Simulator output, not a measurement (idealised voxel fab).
The following process module bears the name voxel air gaps.
Shown is cross-section cut, with a width of 295 nm and square cells of size 5 nm.
Cross-section format: a grid of square cells, given as bands from top to bottom; each band is one or more rows of cells. Top height, bottom height, nm. Materials left to right, width each, nm. Single material + "everywhere" = fills band edge to edge. "blank" = empty. Height reference: 0 = level under which incoming wafer is all one material. Lowest band: no bottom, runs on downward, e.g. "0 and below". Width: "30->40" (first number = top row, second number = bottom row, same change from row to row of cells). What does "all unchanged" mean for a step? It means no cell of the cross-section changed in that step. "Unvented voids" contains a list of empty spaces, each no smaller than 8 cells and without an open way to the top, written in the form width x height at distance with the distance from the left edge and all three in nm. Text after the settings on a step's line: the simulator's own remark on that step. The line of a step may include "overlay nm". On a step with a mask, this value is how far to the right of its planned place the mask lay. A negative value means the mask lay to the left.
Listed below are the process steps as planned:
1,op RECEIVE | material Si
2,op CONFORMAL_DEP | material SiO2 | thk nm 15
3,op CONFORMAL_DEP | material SiCN | thk nm 5
4,op DIRECTIONAL_DEP | material lowk | thk nm 40
5,op MASKED_ETCH | tone open | mask id LINES | width nm 20 | pitch nm 50 | etch materials lowk | depth nm 40 | overlay nm 0
6,op CONFORMAL_DEP | material TiN | thk nm 5
7,op FILL_DEP | material W | thk nm 5
8,op CMP | height nm 60
9,op EPI | material Ru | thk nm 10
10,op SELECTIVE_ETCH | etch materials lowk | depth nm 50
11,op CONFORMAL_DEP | material SiCN | thk nm 5
First of two wafers, processed according to plan:
Wafer as received: cross-section following step 1:
  0 and below = Si everywhere
  Unvented voids: none
Wafer xsec, post step 2:
  15 down to 0 = SiO2 everywhere
  Heights below 0 show no change.
Wafer xsec, post step 3:
  20 down to 15 = SiCN everywhere
  Heights below 15 show no change.
Wafer xsec, post step 4:
  60 down to 20 = lowk everywhere
  Heights below 20 show no change.
Wafer xsec, post step 5:
  60 down to 20 = lowk: 60, then blank: 20, then lowk: 30, then blank: 20, then lowk: 30, then blank: 20, then lowk: 30, then blank: 20, then lowk: 65
  Heights below 20 show no change.
Wafer xsec, post step 6:
  65 down to 60 = TiN: 65, then blank: 10, then TiN: 40, then blank: 10, then TiN: 40, then blank: 10, then TiN: 40, then blank: 10, then TiN: 70
  60 down to 25 = lowk: 60, then TiN: 5, then blank: 10, then TiN: 5, then lowk: 30, then TiN: 5, then blank: 10, then TiN: 5, then lowk: 30, then TiN: 5, then blank: 10, then TiN: 5, then lowk: 30, then TiN: 5, then blank: 10, then TiN: 5, then lowk: 65
  25 down to 20 = lowk: 60, then TiN: 20, then lowk: 30, then TiN: 20, then lowk: 30, then TiN: 20, then lowk: 30, then TiN: 20, then lowk: 65
  Heights below 20 show no change.
Wafer xsec, post step 7:
  70 down to 65 = W everywhere
  65 down to 60 = TiN: 65, then W: 10, then TiN: 40, then W: 10, then TiN: 40, then W: 10, then TiN: 40, then W: 10, then TiN: 70
  60 down to 25 = lowk: 60, then TiN: 5, then W: 10, then TiN: 5, then lowk: 30, then TiN: 5, then W: 10, then TiN: 5, then lowk: 30, then TiN: 5, then W: 10, then TiN: 5, then lowk: 30, then TiN: 5, then W: 10, then TiN: 5, then lowk: 65
  Heights below 25 show no change.
Wafer xsec, post step 8:
  60 down to 25 = lowk: 60, then TiN: 5, then W: 10, then TiN: 5, then lowk: 30, then TiN: 5, then W: 10, then TiN: 5, then lowk: 30, then TiN: 5, then W: 10, then TiN: 5, then lowk: 30, then TiN: 5, then W: 10, then TiN: 5, then lowk: 65
  Heights below 25 show no change.
Wafer xsec, post step 9:
  70 down to 60 = blank: 50, then Ru: 40, then blank: 10, then Ru: 40, then blank: 10, then Ru: 40, then blank: 10, then Ru: 40, then blank: 55
  Heights below 60 show no change.
Wafer xsec, post step 10:
  70 down to 60 = blank: 50, then Ru: 40, then blank: 10, then Ru: 40, then blank: 10, then Ru: 40, then blank: 10, then Ru: 40, then blank: 55
  60 down to 25 = blank: 60, then TiN: 5, then W: 10, then TiN: 5, then blank: 30, then TiN: 5, then W: 10, then TiN: 5, then blank: 30, then TiN: 5, then W: 10, then TiN: 5, then blank: 30, then TiN: 5, then W: 10, then TiN: 5, then blank: 65
  25 down to 20 = blank: 60, then TiN: 20, then blank: 30, then TiN: 20, then blank: 30, then TiN: 20, then blank: 30, then TiN: 20, then blank: 65
  Heights below 20 show no change.
Wafer xsec, post step 11:
  75 down to 70 = blank: 45, then SiCN: 200, then blank: 50
  70 down to 60 = blank: 45, then SiCN: 5, then Ru: 40, then SiCN: 10, then Ru: 40, then SiCN: 10, then Ru: 40, then SiCN: 10, then Ru: 40, then SiCN: 5, then blank: 50
  60 down to 55 = blank: 45, then SiCN: 15, then TiN: 5, then W: 10, then TiN: 5, then SiCN: 30, then TiN: 5, then W: 10, then TiN: 5, then SiCN: 30, then TiN: 5, then W: 10, then TiN: 5, then SiCN: 30, then TiN: 5, then W: 10, then TiN: 5, then SiCN: 15, then blank: 50
  55 down to 25 = blank: 55, then SiCN: 5, then TiN: 5, then W: 10, then TiN: 5, then SiCN: 5, then blank: 20, then SiCN: 5, then TiN: 5, then W: 10, then TiN: 5, then SiCN: 5, then blank: 20, then SiCN: 5, then TiN: 5, then W: 10, then TiN: 5, then SiCN: 5, then blank: 20, then SiCN: 5, then TiN: 5, then W: 10, then TiN: 5, then SiCN: 5, then blank: 60
  25 down to 20 = SiCN: 60, then TiN: 20, then SiCN: 30, then TiN: 20, then SiCN: 30, then TiN: 20, then SiCN: 30, then TiN: 20, then SiCN: 65
  Heights below 20 show no change.
  Unvented voids: 20 x 30 at 85; 20 x 30 at 135; 20 x 30 at 185
Second Wafer (Identical Start and Plan, One Processing Error; Matches First Wafer Through Step 4):
Second wafer at the planned finish of step 5, seen in cross-section:
  60 down to 20 = lowk: 55, then blank: 30, then lowk: 20, then blank: 30, then lowk: 20, then blank: 30, then lowk: 20, then blank: 30, then lowk: 60
  Heights below 20 show no change.
Second wafer at the planned finish of step 6, seen in cross-section:
  65 down to 60 = TiN: 60, then blank: 20, then TiN: 30, then blank: 20, then TiN: 30, then blank: 20, then TiN: 30, then blank: 20, then TiN: 65
  60 down to 25 = lowk: 55, then TiN: 5, then blank: 20, then TiN: 5, then lowk: 20, then TiN: 5, then blank: 20, then TiN: 5, then lowk: 20, then TiN: 5, then blank: 20, then TiN: 5, then lowk: 20, then TiN: 5, then blank: 20, then TiN: 5, then lowk: 60
  25 down to 20 = lowk: 55, then TiN: 30, then lowk: 20, then TiN: 30, then lowk: 20, then TiN: 30, then lowk: 20, then TiN: 30, then lowk: 60
  Heights below 20 show no change.
Second wafer at the planned finish of step 7, seen in cross-section:
  70 down to 65 = W everywhere
  65 down to 60 = TiN: 60, then W: 20, then TiN: 30, then W: 20, then TiN: 30, then W: 20, then TiN: 30, then W: 20, then TiN: 65
  60 down to 25 = lowk: 55, then TiN: 5, then W: 20, then TiN: 5, then lowk: 20, then TiN: 5, then W: 20, then TiN: 5, then lowk: 20, then TiN: 5, then W: 20, then TiN: 5, then lowk: 20, then TiN: 5, then W: 20, then TiN: 5, then lowk: 60
  Heights below 25 show no change.
Second wafer at the planned finish of step 8, seen in cross-section:
  60 down to 25 = lowk: 55, then TiN: 5, then W: 20, then TiN: 5, then lowk: 20, then TiN: 5, then W: 20, then TiN: 5, then lowk: 20, then TiN: 5, then W: 20, then TiN: 5, then lowk: 20, then TiN: 5, then W: 20, then TiN: 5, then lowk: 60
  Heights below 25 show no change.
Second wafer at the planned finish of step 9, seen in cross-section:
  70 down to 60 = blank: 45, then Ru: 200, then blank: 50
  Heights below 60 show no change.
Second wafer at the planned finish of step 10, seen in cross-section:
  70 down to 60 = blank: 45, then Ru: 200, then blank: 50
  60 down to 25 = blank: 55, then TiN: 5, then W: 20, then TiN: 5, then lowk: 20, then TiN: 5, then W: 20, then TiN: 5, then lowk: 20, then TiN: 5, then W: 20, then TiN: 5, then lowk: 20, then TiN: 5, then W: 20, then TiN: 5, then blank: 60
  25 down to 20 = blank: 55, then TiN: 30, then lowk: 20, then TiN: 30, then lowk: 20, then TiN: 30, then lowk: 20, then TiN: 30, then blank: 60
  Heights below 20 show no change.
Second wafer at the planned finish of step 11, seen in cross-section:
  75 down to 70 = blank: 40, then SiCN: 210, then blank: 45
  70 down to 60 = blank: 40, then SiCN: 5, then Ru: 200, then SiCN: 5, then blank: 45
  60 down to 55 = blank: 40, then SiCN: 15, then TiN: 5, then W: 20, then TiN: 5, then lowk: 20, then TiN: 5, then W: 20, then TiN: 5, then lowk: 20, then TiN: 5, then W: 20, then TiN: 5, then lowk: 20, then TiN: 5, then W: 20, then TiN: 5, then SiCN: 15, then blank: 45
  55 down to 25 = blank: 50, then SiCN: 5, then TiN: 5, then W: 20, then TiN: 5, then lowk: 20, then TiN: 5, then W: 20, then TiN: 5, then lowk: 20, then TiN: 5, then W: 20, then TiN: 5, then lowk: 20, then TiN: 5, then W: 20, then TiN: 5, then SiCN: 5, then blank: 55
  25 down to 20 = SiCN: 55, then TiN: 30, then lowk: 20, then TiN: 30, then lowk: 20, then TiN: 30, then lowk: 20, then TiN: 30, then SiCN: 60
  Heights below 20 show no change.
what went wrong: contrary to plan, step 5 was performed as op MASKED_ETCH | tone open | mask id LINES | width nm 30 | pitch nm 50 | etch materials lowk | depth nm 40 | overlay nm 0
Final tally in cells, some materials are higher or lower on the second wafer than on the first: +16 Ru; -84 SiCN; +8 TiN; +56 W; +96 lowk
Upon completion, the first wafer exhibits 3 closed voids and the second wafer exhibits 0.
